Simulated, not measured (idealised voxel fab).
process module | voxel released beams
cross-section cut | 250 nm wide | cells 5 nm
A cross-section is a grid of square cells, given in bands from the top down. A band is one or more rows of cells.
Each band's line starts with the height of the band's top and of its bottom, in nm. Then come its materials from left to right, each with its width in nm. One material with "throughout" fills the band from edge to edge. "air" is empty space.
Height 0 is the level under which the wafer as received is all one material. The lowest band goes on downwards, as in "0 down".
A width such as "30 to 40" changes by the same amount from each row of cells to the next, from the band's top row to its bottom row.
"no change" after a step means that no cell of the cross-section changed.
closed voids: empty space of 8 cells or more with no open way to the top, each as width x height at its distance from the left edge, in nm
after a step's settings: what the simulator itself notes on the step
overlay nm, on a step with a mask: how far to the right of its planned place the mask lay; to the left if negative
plan
1 op RECEIVE | material Si
2 op CONFORMAL_DEP | material SiN | thk nm 5
3 op DIRECTIONAL_DEP | material SiO2 | thk nm 20
4 op PATTERN | tone open | mask id ANCHOR | material resist | width nm 45 | thk nm 15 | overlay nm 0
5 op DIRECTIONAL_ETCH | etch materials SiO2 | depth nm 20
6 op STRIP | etch materials resist
7 op CONFORMAL_DEP | material TiN | thk nm 15
8 op MASKED_ETCH | tone cover | mask id BEAM | width nm 130 | etch materials TiN | depth nm 15 | overlay nm 0
9 op STRIP | etch materials SiO2
as received, after step 1
  0 down: Si throughout
  closed voids: none
a wafer at the end: this start, this plan, one mistake
  45 to 30: air 55 | TiN 25 | air 5 | TiN 100 | air 65
  30 to 25: TiN 80 | air 5 | TiN 165
  25 to 5: SiO2 60 | TiN 45 | SiO2 145
  5 to 0: SiN throughout
  0 down: Si throughout
  closed voids: none
what went wrong: step 7 ran as: op CONFORMAL_DEP | material TiN | thk nm 20
